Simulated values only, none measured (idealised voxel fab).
Process module heading - voxel ribs on slabs
Displayed cross-section: cut, width of 280 nm, square cells sized 5 nm.
If you're reading a cross-section in this doc, picture square cells in a grid; it comes to you as bands, top ones listed first down to the bottom, and a band can be one or more rows of cells. It is stipulated that each band's entry specify, in nanometres, the height of the top of the band and then that of its bottom, followed by the materials of the band in left-to-right sequence, each together with its width in nanometres. A single material marked by the word "throughout" is understood to fill the band from edge to edge; the word "air" is understood to denote empty space. Heights are measured from 0, the level below which the as-received wafer is all one material; the lowest band has no bottom and continues downward, written as in "0 down". Think of "30->40" as a width that walks from the first number to the second as you go down the band, top row to bottom row, taking equal-sized steps from row to row. Where the words "no modifications" appear for a step, the cross-section shows no cell changed by that step; every cell remained as before. "Entrapped void list": empty spaces of 8 cells or more with no open way to the top, each given as width x height at distance, distance from the left edge, all in nm. On each step's line, the part that comes after the settings is the simulator's own comment on the step. "overlay nm" on a masked step: distance the mask lay right of its planned place, negative for left.

# So here's the lineup of process steps we planned
1 RECEIVE [material Si]
2 DIRECTIONAL_DEP [material SiO2] [thk nm 25]
3 DIRECTIONAL_DEP [material polySi] [thk nm 15]
4 DIRECTIONAL_DEP [material aC] [thk nm 10]
5 PATTERN [tone cover] [mask id RIB] [material resist] [width nm 15] [thk nm 30] [overlay nm 0]
6 DIRECTIONAL_ETCH [etch materials aC] [depth nm 10]
7 STRIP [etch materials resist]
8 DIRECTIONAL_ETCH [etch materials polySi] [depth nm 10]
9 STRIP [etch materials aC]
10 DIRECTIONAL_DEP [material aC] [thk nm 15]
11 PATTERN [tone cover] [mask id SLAB] [material resist] [width nm 55] [thk nm 35] [overlay nm 0]
12 DIRECTIONAL_ETCH [etch materials aC] [depth nm 15]
13 STRIP [etch materials resist]
14 DIRECTIONAL_ETCH [etch materials polySi] [depth nm 5]
15 STRIP [etch materials aC]
16 FILL_DEP [material SiO2] [thk nm 20]
17 CMP [height nm 50]
18 DIRECTIONAL_DEP [material TiN] [thk nm 5]
19 DIRECTIONAL_DEP [material aC] [thk nm 15]
20 PATTERN [tone cover] [mask id HEATER] [material resist] [width nm 25] [thk nm 35] [overlay nm 0]
21 DIRECTIONAL_ETCH [etch materials aC] [depth nm 15]
22 STRIP [etch materials resist]
23 DIRECTIONAL_ETCH [etch materials TiN] [depth nm 5]
24 STRIP [etch materials aC]
25 CONFORMAL_DEP [material SiO2] [thk nm 10]

# Cross-section of the wafer as it came to us, i.e., already through step 1
- 0 down  Si throughout
- Entrapped void list: none

# Same starting wafer, same plan as above, one mistake in the execution; this is the cross-section at the end of the module
- 65 to 60  air (115)  SiO2 (45)  air (120)
- 60 to 55  SiO2 throughout
- 55 to 50  SiO2 (125)  TiN (25)  SiO2 (130)
- 50 to 40  SiO2 throughout
- 40 to 30  SiO2 (130)  polySi (15)  SiO2 (135)
- 30 to 25  SiO2 (115)  polySi (50)  SiO2 (115)
- 25 to 0  SiO2 throughout
- 0 down  Si throughout
- Entrapped void list: none
Deviation noted in wafer processing: step 11 was run on a setting that differed from the plan, and what really ran there is PATTERN [tone cover] [mask id SLAB] [material resist] [width nm 50] [thk nm 35] [overlay nm 0]
